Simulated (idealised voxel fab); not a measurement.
process module | voxel gate over fins
cross-section cut | 250 nm wide | cells 5 nm
A cross-section is a grid of square cells, given in bands from the top down. A band is one or more rows of cells.
Each band's line starts with the height of the band's top and of its bottom, in nm. Then come its materials from left to right, each with its width in nm. One material with "throughout" fills the band from edge to edge. "air" is empty space.
Height 0 is the level under which the wafer as received is all one material. The lowest band goes on downwards, as in "0 down".
A width such as "30 to 40" changes by the same amount from each row of cells to the next, from the band's top row to its bottom row.
"no change" after a step means that no cell of the cross-section changed.
closed voids: empty space of 8 cells or more with no open way to the top, each as width x height at its distance from the left edge, in nm
after a step's settings: what the simulator itself notes on the step
overlay nm, on a step with a mask: how far to the right of its planned place the mask lay; to the left if negative
plan
1 op RECEIVE | material Si
2 op CONFORMAL_DEP | material SiN | thk nm 10
3 op DIRECTIONAL_DEP | material aC | thk nm 15
4 op PATTERN | tone cover | mask id FINS | material resist | width nm 15 | pitch nm 35 | thk nm 35 | overlay nm 0
5 op DIRECTIONAL_ETCH | etch materials aC | depth nm 15
6 op STRIP | etch materials resist
7 op DIRECTIONAL_ETCH | etch materials SiN | depth nm 5
8 op DIRECTIONAL_ETCH | etch materials Si | depth nm 30
9 op STRIP | etch materials aC
10 op OXIDIZE | depth nm 5
11 op FILL_DEP | material SiO2 | thk nm 5
12 op CMP | height nm 10
13 op SELECTIVE_ETCH | etch materials SiO2 | depth nm 25
14 op STRIP | etch materials SiN
15 op CONFORMAL_DEP | material HfO2 | thk nm 5
16 op CONFORMAL_DEP | material TiN | thk nm 5
17 op FILL_DEP | material W | thk nm 15
18 op CMP | height nm 20
19 op CONFORMAL_DEP | material SiCN | thk nm 5
varied across the wafers: depth nm of step 7. The plan shows the first wafer's value. All wafers start alike
first wafer as received, after step 1
  0 down: Si throughout
  closed voids: none
each wafer at the end: cells of each material gained (+) or lost (-) since it was received, then its closed voids
depth nm 5 | +50 HfO2 | +50 SiCN | +50 TiN | +100 W | closed voids: none
depth nm 10 | +62 HfO2 | -336 Si | +50 SiCN | +192 SiO2 | +62 TiN | +220 W | closed voids: none
depth nm 15 | +62 HfO2 | -336 Si | +50 SiCN | +192 SiO2 | +62 TiN | +220 W | closed voids: none
depth nm 20 | +62 HfO2 | -336 Si | +50 SiCN | +192 SiO2 | +62 TiN | +220 W | closed voids: none
depth nm 25 | +62 HfO2 | -336 Si | +50 SiCN | +192 SiO2 | +62 TiN | +220 W | closed voids: none
